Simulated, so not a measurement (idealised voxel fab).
process module | voxel transistor to metal
cross-section cut | 295 nm wide | cells 5 nm
A cross-section is a grid of square cells, given in bands from the top down. A band is one or more rows of cells.
Each band's line starts with the height of the band's top and of its bottom, in nm. Then come its materials from left to right, each with its width in nm. One material with "throughout" fills the band from edge to edge. "air" is empty space.
Height 0 is the level under which the wafer as received is all one material. The lowest band goes on downwards, as in "0 down".
A width such as "30 to 40" changes by the same amount from each row of cells to the next, from the band's top row to its bottom row.
"no change" after a step means that no cell of the cross-section changed.
closed voids: empty space of 8 cells or more with no open way to the top, each as width x height at its distance from the left edge, in nm
after a step's settings: what the simulator itself notes on the step
overlay nm, on a step with a mask: how far to the right of its planned place the mask lay; to the left if negative
Each pair below shows a cross-section before one step and the cross-section after it, down to the lowest band that changed. The line under each pair gives the step between them, with its settings. The pairs can come from different runs of this module on the same starting wafer, so a pair continues from the pair above only where its "before" says so.
before
  0 down: Si throughout
  closed voids: none
after
  5 to 0: SiO2 throughout
  below 0: unchanged
  closed voids: none
the step between: op CONFORMAL_DEP | material SiO2 | thk nm 5
before: the cross-section after the pair above
after
  15 to 5: SiN throughout
  below 5: unchanged
  closed voids: none
the step between: op CONFORMAL_DEP | material SiN | thk nm 10
before: the cross-section after the pair above
after
  25 to 15: aC throughout
  below 15: unchanged
  closed voids: none
the step between: op DIRECTIONAL_DEP | material aC | thk nm 10
before: the cross-section after the pair above
after
  50 to 25: air 40 | resist 95 | air 25 | resist 95 | air 40
  below 25: unchanged
  closed voids: none
the step between: op PATTERN | tone cover | mask id ACTIVE | material resist | width nm 95 | pitch nm 120 | thk nm 25 | overlay nm 0
before: the cross-section after the pair above
after
  40 to 25: air 40 | resist 95 | air 25 | resist 95 | air 40
  25 to 15: air 40 | aC 95 | air 25 | aC 95 | air 40
  below 15: unchanged
  closed voids: none
the step between: op DIRECTIONAL_ETCH | etch materials aC | depth nm 10
before: the cross-section after the pair above
after
  25 to 15: air 40 | aC 95 | air 25 | aC 95 | air 40
  below 15: unchanged
  closed voids: none
the step between: op STRIP | etch materials resist
before: the cross-section after the pair above
after
  25 to 15: air 40 | aC 95 | air 25 | aC 95 | air 40
  15 to 5: air 40 | SiN 95 | air 25 | SiN 95 | air 40
  below 5: unchanged
  closed voids: none
the step between: op DIRECTIONAL_ETCH | etch materials SiN | depth nm 10
before: the cross-section after the pair above
after
  25 to 15: air 40 | aC 95 | air 25 | aC 95 | air 40
  15 to 5: air 40 | SiN 95 | air 25 | SiN 95 | air 40
  5 to 0: air 40 | SiO2 95 | air 25 | SiO2 95 | air 40
  below 0: unchanged
  closed voids: none
the step between: op DIRECTIONAL_ETCH | etch materials SiO2 | depth nm 5
before: the cross-section after the pair above
after
  25 to 15: air 40 | aC 95 | air 25 | aC 95 | air 40
  15 to 5: air 40 | SiN 95 | air 25 | SiN 95 | air 40
  5 to 0: air 40 | SiO2 95 | air 25 | SiO2 95 | air 40
  0 to -30: air 40 | Si 95 | air 25 | Si 95 | air 40
  below -30: unchanged
  closed voids: none
the step between: op DIRECTIONAL_ETCH | etch materials Si | depth nm 30
before: the cross-section after the pair above
after
  15 to 5: air 40 | SiN 95 | air 25 | SiN 95 | air 40
  below 5: unchanged
  closed voids: none
the step between: op STRIP | etch materials aC
before: the cross-section after the pair above
after
  25 to 15: SiO2 throughout
  15 to 5: SiO2 40 | SiN 95 | SiO2 25 | SiN 95 | SiO2 40
  5 to 0: SiO2 throughout
  0 to -30: SiO2 40 | Si 95 | SiO2 25 | Si 95 | SiO2 40
  below -30: unchanged
  closed voids: none
the step between: op FILL_DEP | material SiO2 | thk nm 10
before: the cross-section after the pair above
after
  15 to 5: SiO2 40 | SiN 95 | SiO2 25 | SiN 95 | SiO2 40
  below 5: unchanged
  closed voids: none
the step between: op CMP | height nm 15
before: the cross-section after the pair above
after
  15 to 10: air 40 | SiN 95 | air 25 | SiN 95 | air 40
  below 10: unchanged
  closed voids: none
the step between: op SELECTIVE_ETCH | etch materials SiO2 | depth nm 5
before: the cross-section after the pair above
after
  10 to 5: SiO2 40 | air 95 | SiO2 25 | air 95 | SiO2 40
  below 5: unchanged
  closed voids: none
the step between: op STRIP | etch materials SiN
before: the cross-section after the pair above
after
  5 to 0: SiO2 35 | air 105 | SiO2 15 | air 105 | SiO2 35
  below 0: unchanged
  closed voids: none
the step between: op SELECTIVE_ETCH | etch materials SiO2 | depth nm 5
before: the cross-section after the pair above
after
  5 to 0: SiO2 35 | air 105 | SiO2 15 | air 105 | SiO2 35
  0 to -5: SiO2 throughout
  below -5: unchanged
  closed voids: none
the step between: op OXIDIZE | depth nm 5
before: the cross-section after the pair above
after
  25 to 20: polySi 35 | air 105 | polySi 15 | air 105 | polySi 35
  20 to 5: polySi throughout
  5 to 0: SiO2 35 | polySi 105 | SiO2 15 | polySi 105 | SiO2 35
  below 0: unchanged
  closed voids: none
the step between: op DIRECTIONAL_DEP | material polySi | thk nm 20
before: the cross-section after the pair above
after
  35 to 30: SiCN 35 | air 105 | SiCN 15 | air 105 | SiCN 35
  30 to 25: SiCN throughout
  25 to 20: polySi 35 | SiCN 105 | polySi 15 | SiCN 105 | polySi 35
  below 20: unchanged
  closed voids: none
the step between: op DIRECTIONAL_DEP | material SiCN | thk nm 10
before: the cross-section after the pair above
after
  30 to 25: air 75 | SiCN 25 | air 95 | SiCN 25 | air 75
  25 to 20: polySi 35 | air 40 | SiCN 25 | air 40 | polySi 15 | air 40 | SiCN 25 | air 40 | polySi 35
  below 20: unchanged
  closed voids: none
the step between: op MASKED_ETCH | tone cover | mask id GATE | width nm 25 | pitch nm 120 | etch materials SiCN | depth nm 20 | overlay nm 0
before: the cross-section after the pair above
after
  30 to 20: air 75 | SiCN 25 | air 95 | SiCN 25 | air 75
  20 to 5: air 75 | polySi 25 | air 95 | polySi 25 | air 75
  5 to 0: SiO2 35 | air 40 | polySi 25 | air 40 | SiO2 15 | air 40 | polySi 25 | air 40 | SiO2 35
  below 0: unchanged
  closed voids: none
the step between: op MASKED_ETCH | tone cover | mask id GATE | width nm 25 | pitch nm 120 | etch materials polySi | depth nm 30 | overlay nm 0
before: the cross-section after the pair above
after
  35 to 30: air 70 | SiO2 35 | air 85 | SiO2 35 | air 70
  30 to 20: air 70 | SiO2 5 | SiCN 25 | SiO2 5 | air 85 | SiO2 5 | SiCN 25 | SiO2 5 | air 70
  20 to 10: air 70 | SiO2 5 | polySi 25 | SiO2 5 | air 85 | SiO2 5 | polySi 25 | SiO2 5 | air 70
  10 to 5: SiO2 40 | air 30 | SiO2 5 | polySi 25 | SiO2 5 | air 30 | SiO2 25 | air 30 | SiO2 5 | polySi 25 | SiO2 5 | air 30 | SiO2 40
  5 to 0: SiO2 75 | polySi 25 | SiO2 95 | polySi 25 | SiO2 75
  below 0: unchanged
  closed voids: none
the step between: op CONFORMAL_DEP | material SiO2 | thk nm 5
before: the cross-section after the pair above
after
  30 to 20: air 70 | SiO2 5 | SiCN 25 | SiO2 5 | air 85 | SiO2 5 | SiCN 25 | SiO2 5 | air 70
  20 to 5: air 70 | SiO2 5 | polySi 25 | SiO2 5 | air 85 | SiO2 5 | polySi 25 | SiO2 5 | air 70
  5 to 0: SiO2 40 | air 30 | SiO2 5 | polySi 25 | SiO2 5 | air 30 | SiO2 25 | air 30 | SiO2 5 | polySi 25 | SiO2 5 | air 30 | SiO2 40
  below 0: unchanged
  closed voids: none
the step between: op DIRECTIONAL_ETCH | etch materials SiO2 | depth nm 5
before: the cross-section after the pair above
after
  35 to 30: air 65 | SiN 45 | air 75 | SiN 45 | air 65
  30 to 20: air 65 | SiN 5 | SiO2 5 | SiCN 25 | SiO2 5 | SiN 5 | air 75 | SiN 5 | SiO2 5 | SiCN 25 | SiO2 5 | SiN 5 | air 65
  20 to 10: air 65 | SiN 5 | SiO2 5 | polySi 25 | SiO2 5 | SiN 5 | air 75 | SiN 5 | SiO2 5 | polySi 25 | SiO2 5 | SiN 5 | air 65
  10 to 5: SiN 45 | air 20 | SiN 5 | SiO2 5 | polySi 25 | SiO2 5 | SiN 5 | air 20 | SiN 35 | air 20 | SiN 5 | SiO2 5 | polySi 25 | SiO2 5 | SiN 5 | air 20 | SiN 45
  5 to 0: SiO2 40 | SiN 30 | SiO2 5 | polySi 25 | SiO2 5 | SiN 30 | SiO2 25 | SiN 30 | SiO2 5 | polySi 25 | SiO2 5 | SiN 30 | SiO2 40
  below 0: unchanged
  closed voids: none
the step between: op CONFORMAL_DEP | material SiN | thk nm 5
before: the cross-section after the pair above
after
  30 to 20: air 65 | SiN 5 | SiO2 5 | SiCN 25 | SiO2 5 | SiN 5 | air 75 | SiN 5 | SiO2 5 | SiCN 25 | SiO2 5 | SiN 5 | air 65
  20 to 5: air 65 | SiN 5 | SiO2 5 | polySi 25 | SiO2 5 | SiN 5 | air 75 | SiN 5 | SiO2 5 | polySi 25 | SiO2 5 | SiN 5 | air 65
  5 to 0: SiO2 40 | SiN 5 | air 20 | SiN 5 | SiO2 5 | polySi 25 | SiO2 5 | SiN 5 | air 20 | SiN 5 | SiO2 25 | SiN 5 | air 20 | SiN 5 | SiO2 5 | polySi 25 | SiO2 5 | SiN 5 | air 20 | SiN 5 | SiO2 40
  below 0: unchanged
  closed voids: none
the step between: op DIRECTIONAL_ETCH | etch materials SiN | depth nm 5
before: the cross-section after the pair above
after
  30 to 25: air 65 | SiN 5 | air 5 | SiCN 25 | air 5 | SiN 5 | air 75 | SiN 5 | air 5 | SiCN 25 | air 5 | SiN 5 | air 65
  25 to 20: air 65 | SiN 5 | SiO2 5 | SiCN 25 | SiO2 5 | SiN 5 | air 75 | SiN 5 | SiO2 5 | SiCN 25 | SiO2 5 | SiN 5 | air 65
  20 to 5: air 65 | SiN 5 | SiO2 5 | polySi 25 | SiO2 5 | SiN 5 | air 75 | SiN 5 | SiO2 5 | polySi 25 | SiO2 5 | SiN 5 | air 65
  5 to 0: air 40 | SiN 5 | air 20 | SiN 5 | SiO2 5 | polySi 25 | SiO2 5 | SiN 5 | air 20 | SiN 5 | air 25 | SiN 5 | air 20 | SiN 5 | SiO2 5 | polySi 25 | SiO2 5 | SiN 5 | air 20 | SiN 5 | air 40
  0 to -5: SiO2 45 | air 20 | SiO2 45 | air 20 | SiO2 35 | air 20 | SiO2 45 | air 20 | SiO2 45
  below -5: unchanged
  closed voids: none
the step between: op DIRECTIONAL_ETCH | etch materials SiO2 | depth nm 5
before: the cross-section after the pair above
after
  30 to 25: air 65 | SiN 5 | air 5 | SiCN 25 | air 5 | SiN 5 | air 75 | SiN 5 | air 5 | SiCN 25 | air 5 | SiN 5 | air 65
  25 to 20: air 65 | SiN 5 | SiO2 5 | SiCN 25 | SiO2 5 | SiN 5 | air 75 | SiN 5 | SiO2 5 | SiCN 25 | SiO2 5 | SiN 5 | air 65
  20 to 5: air 65 | SiN 5 | SiO2 5 | polySi 25 | SiO2 5 | SiN 5 | air 75 | SiN 5 | SiO2 5 | polySi 25 | SiO2 5 | SiN 5 | air 65
  5 to 0: air 40 | SiN 5 | air 20 | SiN 5 | SiO2 5 | polySi 25 | SiO2 5 | SiN 5 | air 20 | SiN 5 | air 25 | SiN 5 | air 20 | SiN 5 | SiO2 5 | polySi 25 | SiO2 5 | SiN 5 | air 20 | SiN 5 | air 40
  0 to -5: SiO2 45 | air 20 | SiO2 45 | air 20 | SiO2 35 | air 20 | SiO2 45 | air 20 | SiO2 45
  -5 to -20: SiO2 40 | Si 5 | air 20 | Si 45 | air 20 | Si 5 | SiO2 25 | Si 5 | air 20 | Si 45 | air 20 | Si 5 | SiO2 40
  below -20: unchanged
  closed voids: none
the step between: op DIRECTIONAL_ETCH | etch materials Si | depth nm 15
before: the cross-section after the pair above
after
  30 to 25: air 65 | SiN 5 | air 5 | SiCN 25 | air 5 | SiN 5 | air 75 | SiN 5 | air 5 | SiCN 25 | air 5 | SiN 5 | air 65
  25 to 20: air 65 | SiN 5 | SiO2 5 | SiCN 25 | SiO2 5 | SiN 5 | air 75 | SiN 5 | SiO2 5 | SiCN 25 | SiO2 5 | SiN 5 | air 65
  20 to 10: air 65 | SiN 5 | SiO2 5 | polySi 25 | SiO2 5 | SiN 5 | air 75 | SiN 5 | SiO2 5 | polySi 25 | SiO2 5 | SiN 5 | air 65
  10 to 5: air 40 | nSi 25 | SiN 5 | SiO2 5 | polySi 25 | SiO2 5 | SiN 5 | nSi 25 | air 25 | nSi 25 | SiN 5 | SiO2 5 | polySi 25 | SiO2 5 | SiN 5 | nSi 25 | air 40
  5 to 0: air 40 | SiN 5 | nSi 20 | SiN 5 | SiO2 5 | polySi 25 | SiO2 5 | SiN 5 | nSi 20 | SiN 5 | air 25 | SiN 5 | nSi 20 | SiN 5 | SiO2 5 | polySi 25 | SiO2 5 | SiN 5 | nSi 20 | SiN 5 | air 40
  0 to -5: SiO2 45 | nSi 20 | SiO2 45 | nSi 20 | SiO2 35 | nSi 20 | SiO2 45 | nSi 20 | SiO2 45
  -5 to -20: SiO2 40 | Si 5 | nSi 20 | Si 45 | nSi 20 | Si 5 | SiO2 25 | Si 5 | nSi 20 | Si 45 | nSi 20 | Si 5 | SiO2 40
  below -20: unchanged
  closed voids: none
the step between: op EPI | material nSi | thk nm 15
before: the cross-section after the pair above
after
  40 to 30: SiO2 throughout
  30 to 20: SiO2 65 | SiN 5 | SiO2 5 | SiCN 25 | SiO2 5 | SiN 5 | SiO2 75 | SiN 5 | SiO2 5 | SiCN 25 | SiO2 5 | SiN 5 | SiO2 65
  20 to 10: SiO2 65 | SiN 5 | SiO2 5 | polySi 25 | SiO2 5 | SiN 5 | SiO2 75 | SiN 5 | SiO2 5 | polySi 25 | SiO2 5 | SiN 5 | SiO2 65
  10 to 5: SiO2 40 | nSi 25 | SiN 5 | SiO2 5 | polySi 25 | SiO2 5 | SiN 5 | nSi 25 | SiO2 25 | nSi 25 | SiN 5 | SiO2 5 | polySi 25 | SiO2 5 | SiN 5 | nSi 25 | SiO2 40
  5 to 0: SiO2 40 | SiN 5 | nSi 20 | SiN 5 | SiO2 5 | polySi 25 | SiO2 5 | SiN 5 | nSi 20 | SiN 5 | SiO2 25 | SiN 5 | nSi 20 | SiN 5 | SiO2 5 | polySi 25 | SiO2 5 | SiN 5 | nSi 20 | SiN 5 | SiO2 40
  below 0: unchanged
  closed voids: none
the step between: op FILL_DEP | material SiO2 | thk nm 10
before: the cross-section after the pair above
after
  20 to 10: SiO2 65 | SiN 5 | SiO2 5 | polySi 25 | SiO2 5 | SiN 5 | SiO2 75 | SiN 5 | SiO2 5 | polySi 25 | SiO2 5 | SiN 5 | SiO2 65
  below 10: unchanged
  closed voids: none
the step between: op CMP | height nm 20
before: the cross-section after the pair above
after
  20 to 10: SiO2 65 | SiN 5 | SiO2 5 | air 25 | SiO2 5 | SiN 5 | SiO2 75 | SiN 5 | SiO2 5 | air 25 | SiO2 5 | SiN 5 | SiO2 65
  10 to 5: SiO2 40 | nSi 25 | SiN 5 | SiO2 5 | air 25 | SiO2 5 | SiN 5 | nSi 25 | SiO2 25 | nSi 25 | SiN 5 | SiO2 5 | air 25 | SiO2 5 | SiN 5 | nSi 25 | SiO2 40
  5 to 0: SiO2 40 | SiN 5 | nSi 20 | SiN 5 | SiO2 5 | air 25 | SiO2 5 | SiN 5 | nSi 20 | SiN 5 | SiO2 25 | SiN 5 | nSi 20 | SiN 5 | SiO2 5 | air 25 | SiO2 5 | SiN 5 | nSi 20 | SiN 5 | SiO2 40
  below 0: unchanged
  closed voids: none
the step between: op STRIP | etch materials polySi
before: the cross-section after the pair above
after
  20 to 15: air 65 | SiN 5 | air 35 | SiN 5 | air 75 | SiN 5 | air 35 | SiN 5 | air 65
  15 to 10: SiO2 65 | SiN 5 | air 35 | SiN 5 | SiO2 75 | SiN 5 | air 35 | SiN 5 | SiO2 65
  10 to 5: SiO2 40 | nSi 25 | SiN 5 | air 35 | SiN 5 | nSi 25 | SiO2 25 | nSi 25 | SiN 5 | air 35 | SiN 5 | nSi 25 | SiO2 40
  5 to 0: SiO2 40 | SiN 5 | nSi 20 | SiN 5 | air 35 | SiN 5 | nSi 20 | SiN 5 | SiO2 25 | SiN 5 | nSi 20 | SiN 5 | air 35 | SiN 5 | nSi 20 | SiN 5 | SiO2 40
  0 to -5: SiO2 45 | nSi 20 | SiO2 5 | air 35 | SiO2 5 | nSi 20 | SiO2 35 | nSi 20 | SiO2 5 | air 35 | SiO2 5 | nSi 20 | SiO2 45
  below -5: unchanged
  closed voids: none
the step between: op SELECTIVE_ETCH | etch materials SiO2 | depth nm 5
before: the cross-section after the pair above
after
  25 to 20: air 60 | HfO2 15 | air 25 | HfO2 15 | air 65 | HfO2 15 | air 25 | HfO2 15 | air 60
  20 to 15: HfO2 65 | SiN 5 | HfO2 5 | air 25 | HfO2 5 | SiN 5 | HfO2 75 | SiN 5 | HfO2 5 | air 25 | HfO2 5 | SiN 5 | HfO2 65
  15 to 10: SiO2 65 | SiN 5 | HfO2 5 | air 25 | HfO2 5 | SiN 5 | SiO2 75 | SiN 5 | HfO2 5 | air 25 | HfO2 5 | SiN 5 | SiO2 65
  10 to 5: SiO2 40 | nSi 25 | SiN 5 | HfO2 5 | air 25 | HfO2 5 | SiN 5 | nSi 25 | SiO2 25 | nSi 25 | SiN 5 | HfO2 5 | air 25 | HfO2 5 | SiN 5 | nSi 25 | SiO2 40
  5 to 0: SiO2 40 | SiN 5 | nSi 20 | SiN 5 | HfO2 5 | air 25 | HfO2 5 | SiN 5 | nSi 20 | SiN 5 | SiO2 25 | SiN 5 | nSi 20 | SiN 5 | HfO2 5 | air 25 | HfO2 5 | SiN 5 | nSi 20 | SiN 5 | SiO2 40
  0 to -5: SiO2 45 | nSi 20 | SiO2 5 | HfO2 35 | SiO2 5 | nSi 20 | SiO2 35 | nSi 20 | SiO2 5 | HfO2 35 | SiO2 5 | nSi 20 | SiO2 45
  below -5: unchanged
  closed voids: none
the step between: op CONFORMAL_DEP | material HfO2 | thk nm 5
before: the cross-section after the pair above
after
  30 to 25: air 55 | TiN 25 | air 15 | TiN 25 | air 55 | TiN 25 | air 15 | TiN 25 | air 55
  25 to 20: TiN 60 | HfO2 15 | TiN 5 | air 15 | TiN 5 | HfO2 15 | TiN 65 | HfO2 15 | TiN 5 | air 15 | TiN 5 | HfO2 15 | TiN 60
  20 to 15: HfO2 65 | SiN 5 | HfO2 5 | TiN 5 | air 15 | TiN 5 | HfO2 5 | SiN 5 | HfO2 75 | SiN 5 | HfO2 5 | TiN 5 | air 15 | TiN 5 | HfO2 5 | SiN 5 | HfO2 65
  15 to 10: SiO2 65 | SiN 5 | HfO2 5 | TiN 5 | air 15 | TiN 5 | HfO2 5 | SiN 5 | SiO2 75 | SiN 5 | HfO2 5 | TiN 5 | air 15 | TiN 5 | HfO2 5 | SiN 5 | SiO2 65
  10 to 5: SiO2 40 | nSi 25 | SiN 5 | HfO2 5 | TiN 5 | air 15 | TiN 5 | HfO2 5 | SiN 5 | nSi 25 | SiO2 25 | nSi 25 | SiN 5 | HfO2 5 | TiN 5 | air 15 | TiN 5 | HfO2 5 | SiN 5 | nSi 25 | SiO2 40
  5 to 0: SiO2 40 | SiN 5 | nSi 20 | SiN 5 | HfO2 5 | TiN 25 | HfO2 5 | SiN 5 | nSi 20 | SiN 5 | SiO2 25 | SiN 5 | nSi 20 | SiN 5 | HfO2 5 | TiN 25 | HfO2 5 | SiN 5 | nSi 20 | SiN 5 | SiO2 40
  below 0: unchanged
  closed voids: none
the step between: op CONFORMAL_DEP | material TiN | thk nm 5
before: the cross-section after the pair above
after
  35 to 30: W throughout
  30 to 25: W 55 | TiN 25 | W 15 | TiN 25 | W 55 | TiN 25 | W 15 | TiN 25 | W 55
  25 to 20: TiN 60 | HfO2 15 | TiN 5 | W 15 | TiN 5 | HfO2 15 | TiN 65 | HfO2 15 | TiN 5 | W 15 | TiN 5 | HfO2 15 | TiN 60
  20 to 15: HfO2 65 | SiN 5 | HfO2 5 | TiN 5 | W 15 | TiN 5 | HfO2 5 | SiN 5 | HfO2 75 | SiN 5 | HfO2 5 | TiN 5 | W 15 | TiN 5 | HfO2 5 | SiN 5 | HfO2 65
  15 to 10: SiO2 65 | SiN 5 | HfO2 5 | TiN 5 | W 15 | TiN 5 | HfO2 5 | SiN 5 | SiO2 75 | SiN 5 | HfO2 5 | TiN 5 | W 15 | TiN 5 | HfO2 5 | SiN 5 | SiO2 65
  10 to 5: SiO2 40 | nSi 25 | SiN 5 | HfO2 5 | TiN 5 | W 15 | TiN 5 | HfO2 5 | SiN 5 | nSi 25 | SiO2 25 | nSi 25 | SiN 5 | HfO2 5 | TiN 5 | W 15 | TiN 5 | HfO2 5 | SiN 5 | nSi 25 | SiO2 40
  below 5: unchanged
  closed voids: none
the step between: op FILL_DEP | material W | thk nm 5
before: the cross-section after the pair above
after
  15 to 10: SiO2 65 | SiN 5 | HfO2 5 | TiN 5 | W 15 | TiN 5 | HfO2 5 | SiN 5 | SiO2 75 | SiN 5 | HfO2 5 | TiN 5 | W 15 | TiN 5 | HfO2 5 | SiN 5 | SiO2 65
  below 10: unchanged
  closed voids: none
the step between: op CMP | height nm 15
before: the cross-section after the pair above
after
  25 to 15: SiO2 throughout
  below 15: unchanged
  closed voids: none
the step between: op DIRECTIONAL_DEP | material SiO2 | thk nm 10
before: the cross-section after the pair above
after
  25 to 15: SiO2 45 | air 15 | SiO2 55 | air 15 | SiO2 35 | air 15 | SiO2 55 | air 15 | SiO2 45
  15 to 10: SiO2 45 | air 15 | SiO2 5 | SiN 5 | HfO2 5 | TiN 5 | W 15 | TiN 5 | HfO2 5 | SiN 5 | SiO2 5 | air 15 | SiO2 35 | air 15 | SiO2 5 | SiN 5 | HfO2 5 | TiN 5 | W 15 | TiN 5 | HfO2 5 | SiN 5 | SiO2 5 | air 15 | SiO2 45
  below 10: unchanged
  closed voids: none
the step between: op MASKED_ETCH | tone open | mask id CONTACT | width nm 15 | etch materials SiO2 | depth nm 15 | overlay nm 0
before: the cross-section after the pair above
after
  30 to 25: TiN 50 | air 5 | TiN 65 | air 5 | TiN 45 | air 5 | TiN 65 | air 5 | TiN 50
  25 to 15: SiO2 45 | TiN 5 | air 5 | TiN 5 | SiO2 55 | TiN 5 | air 5 | TiN 5 | SiO2 35 | TiN 5 | air 5 | TiN 5 | SiO2 55 | TiN 5 | air 5 | TiN 5 | SiO2 45
  15 to 10: SiO2 45 | TiN 15 | SiO2 5 | SiN 5 | HfO2 5 | TiN 5 | W 15 | TiN 5 | HfO2 5 | SiN 5 | SiO2 5 | TiN 15 | SiO2 35 | TiN 15 | SiO2 5 | SiN 5 | HfO2 5 | TiN 5 | W 15 | TiN 5 | HfO2 5 | SiN 5 | SiO2 5 | TiN 15 | SiO2 45
  below 10: unchanged
  closed voids: none
the step between: op CONFORMAL_DEP | material TiN | thk nm 5
before: the cross-section after the pair above
after
  40 to 30: Ru throughout
  30 to 25: TiN 50 | Ru 5 | TiN 65 | Ru 5 | TiN 45 | Ru 5 | TiN 65 | Ru 5 | TiN 50
  25 to 15: SiO2 45 | TiN 5 | Ru 5 | TiN 5 | SiO2 55 | TiN 5 | Ru 5 | TiN 5 | SiO2 35 | TiN 5 | Ru 5 | TiN 5 | SiO2 55 | TiN 5 | Ru 5 | TiN 5 | SiO2 45
  below 15: unchanged
  closed voids: none
the step between: op FILL_DEP | material Ru | thk nm 10
before: the cross-section after the pair above
after
  25 to 15: SiO2 45 | TiN 5 | Ru 5 | TiN 5 | SiO2 55 | TiN 5 | Ru 5 | TiN 5 | SiO2 35 | TiN 5 | Ru 5 | TiN 5 | SiO2 55 | TiN 5 | Ru 5 | TiN 5 | SiO2 45
  below 15: unchanged
  closed voids: none
the step between: op CMP | height nm 25
before: the cross-section after the pair above
after
  30 to 25: TiN throughout
  below 25: unchanged
  closed voids: none
the step between: op DIRECTIONAL_DEP | material TiN | thk nm 5
before: the cross-section after the pair above
after
  50 to 30: Ru throughout
  below 30: unchanged
  closed voids: none
the step between: op DIRECTIONAL_DEP | material Ru | thk nm 20
before: the cross-section after the pair above
after
  60 to 50: aC throughout
  below 50: unchanged
  closed voids: none
the step between: op DIRECTIONAL_DEP | material aC | thk nm 10
before: the cross-section after the pair above
after
  90 to 60: air 45 | resist 15 | air 55 | resist 15 | air 35 | resist 15 | air 55 | resist 15 | air 45
  below 60: unchanged
  closed voids: none
the step between: op PATTERN | tone cover | mask id METAL_1 | material resist | width nm 15 | thk nm 30 | overlay nm 0
before: the cross-section after the pair above
after
  80 to 60: air 45 | resist 15 | air 55 | resist 15 | air 35 | resist 15 | air 55 | resist 15 | air 45
  60 to 50: air 45 | aC 15 | air 55 | aC 15 | air 35 | aC 15 | air 55 | aC 15 | air 45
  below 50: unchanged
  closed voids: none
the step between: op DIRECTIONAL_ETCH | etch materials aC | depth nm 10
before: the cross-section after the pair above
after
  60 to 50: air 45 | aC 15 | air 55 | aC 15 | air 35 | aC 15 | air 55 | aC 15 | air 45
  below 50: unchanged
  closed voids: none
the step between: op STRIP | etch materials resist
before: the cross-section after the pair above
after
  60 to 50: air 45 | aC 15 | air 55 | aC 15 | air 35 | aC 15 | air 55 | aC 15 | air 45
  50 to 30: air 45 | Ru 15 | air 55 | Ru 15 | air 35 | Ru 15 | air 55 | Ru 15 | air 45
  below 30: unchanged
  closed voids: none
the step between: op DIRECTIONAL_ETCH | etch materials Ru | depth nm 20
before: the cross-section after the pair above
after
  60 to 50: air 45 | aC 15 | air 55 | aC 15 | air 35 | aC 15 | air 55 | aC 15 | air 45
  50 to 30: air 45 | Ru 15 | air 55 | Ru 15 | air 35 | Ru 15 | air 55 | Ru 15 | air 45
  30 to 25: air 45 | TiN 15 | air 55 | TiN 15 | air 35 | TiN 15 | air 55 | TiN 15 | air 45
  below 25: unchanged
  closed voids: none
the step between: op DIRECTIONAL_ETCH | etch materials TiN | depth nm 5
before: the cross-section after the pair above
after
  50 to 30: air 45 | Ru 15 | air 55 | Ru 15 | air 35 | Ru 15 | air 55 | Ru 15 | air 45
  below 30: unchanged
  closed voids: none
the step between: op STRIP | etch materials aC
before: the cross-section after the pair above
after
  55 to 50: air 40 | SiCN 25 | air 45 | SiCN 25 | air 25 | SiCN 25 | air 45 | SiCN 25 | air 40
  50 to 30: air 40 | SiCN 5 | Ru 15 | SiCN 5 | air 45 | SiCN 5 | Ru 15 | SiCN 5 | air 25 | SiCN 5 | Ru 15 | SiCN 5 | air 45 | SiCN 5 | Ru 15 | SiCN 5 | air 40
  30 to 25: SiCN 45 | TiN 15 | SiCN 55 | TiN 15 | SiCN 35 | TiN 15 | SiCN 55 | TiN 15 | SiCN 45
  below 25: unchanged
  closed voids: none
the step between: op CONFORMAL_DEP | material SiCN | thk nm 5
before: the cross-section after the pair above
after
  65 to 55: SiO2 throughout
  55 to 50: SiO2 40 | SiCN 25 | SiO2 45 | SiCN 25 | SiO2 25 | SiCN 25 | SiO2 45 | SiCN 25 | SiO2 40
  50 to 30: SiO2 40 | SiCN 5 | Ru 15 | SiCN 5 | SiO2 45 | SiCN 5 | Ru 15 | SiCN 5 | SiO2 25 | SiCN 5 | Ru 15 | SiCN 5 | SiO2 45 | SiCN 5 | Ru 15 | SiCN 5 | SiO2 40
  below 30: unchanged
  closed voids: none
the step between: op FILL_DEP | material SiO2 | thk nm 10
before: the cross-section after the pair above
after
  50 to 30: SiO2 40 | SiCN 5 | Ru 15 | SiCN 5 | SiO2 45 | SiCN 5 | Ru 15 | SiCN 5 | SiO2 25 | SiCN 5 | Ru 15 | SiCN 5 | SiO2 45 | SiCN 5 | Ru 15 | SiCN 5 | SiO2 40
  below 30: unchanged
  closed voids: none
the step between: op CMP | height nm 50
before: the cross-section after the pair above
after
  55 to 50: SiCN throughout
  below 50: unchanged
  closed voids: none
the step between: op CONFORMAL_DEP | material SiCN | thk nm 5
before
  5 to 0: SiO2 35 | air 105 | SiO2 15 | air 105 | SiO2 35
  0 to -5: SiO2 throughout
  -5 to -30: SiO2 40 | Si 95 | SiO2 25 | Si 95 | SiO2 40
  -30 down: Si throughout
  closed voids: none
after
  15 to 10: SiCN 35 | air 105 | SiCN 15 | air 105 | SiCN 35
  10 to 5: SiCN throughout
  5 to 0: SiO2 35 | SiCN 105 | SiO2 15 | SiCN 105 | SiO2 35
  below 0: unchanged
  closed voids: none
the step between: op DIRECTIONAL_DEP | material SiCN | thk nm 10
before: the cross-section after the pair above
after
  10 to 5: air 75 | SiCN 25 | air 95 | SiCN 25 | air 75
  5 to 0: SiO2 35 | air 40 | SiCN 25 | air 40 | SiO2 15 | air 40 | SiCN 25 | air 40 | SiO2 35
  below 0: unchanged
  closed voids: none
the step between: op MASKED_ETCH | tone cover | mask id GATE | width nm 25 | pitch nm 120 | etch materials SiCN | depth nm 20 | overlay nm 0
before: the cross-section after the pair above
after
  15 to 10: air 70 | SiO2 35 | air 85 | SiO2 35 | air 70
  10 to 5: SiO2 40 | air 30 | SiO2 5 | SiCN 25 | SiO2 5 | air 30 | SiO2 25 | air 30 | SiO2 5 | SiCN 25 | SiO2 5 | air 30 | SiO2 40
  5 to 0: SiO2 75 | SiCN 25 | SiO2 95 | SiCN 25 | SiO2 75
  below 0: unchanged
  closed voids: none
the step between: op CONFORMAL_DEP | material SiO2 | thk nm 5
before: the cross-section after the pair above
after
  10 to 5: air 70 | SiO2 5 | SiCN 25 | SiO2 5 | air 85 | SiO2 5 | SiCN 25 | SiO2 5 | air 70
  5 to 0: SiO2 40 | air 30 | SiO2 5 | SiCN 25 | SiO2 5 | air 30 | SiO2 25 | air 30 | SiO2 5 | SiCN 25 | SiO2 5 | air 30 | SiO2 40
  below 0: unchanged
  closed voids: none
the step between: op DIRECTIONAL_ETCH | etch materials SiO2 | depth nm 5
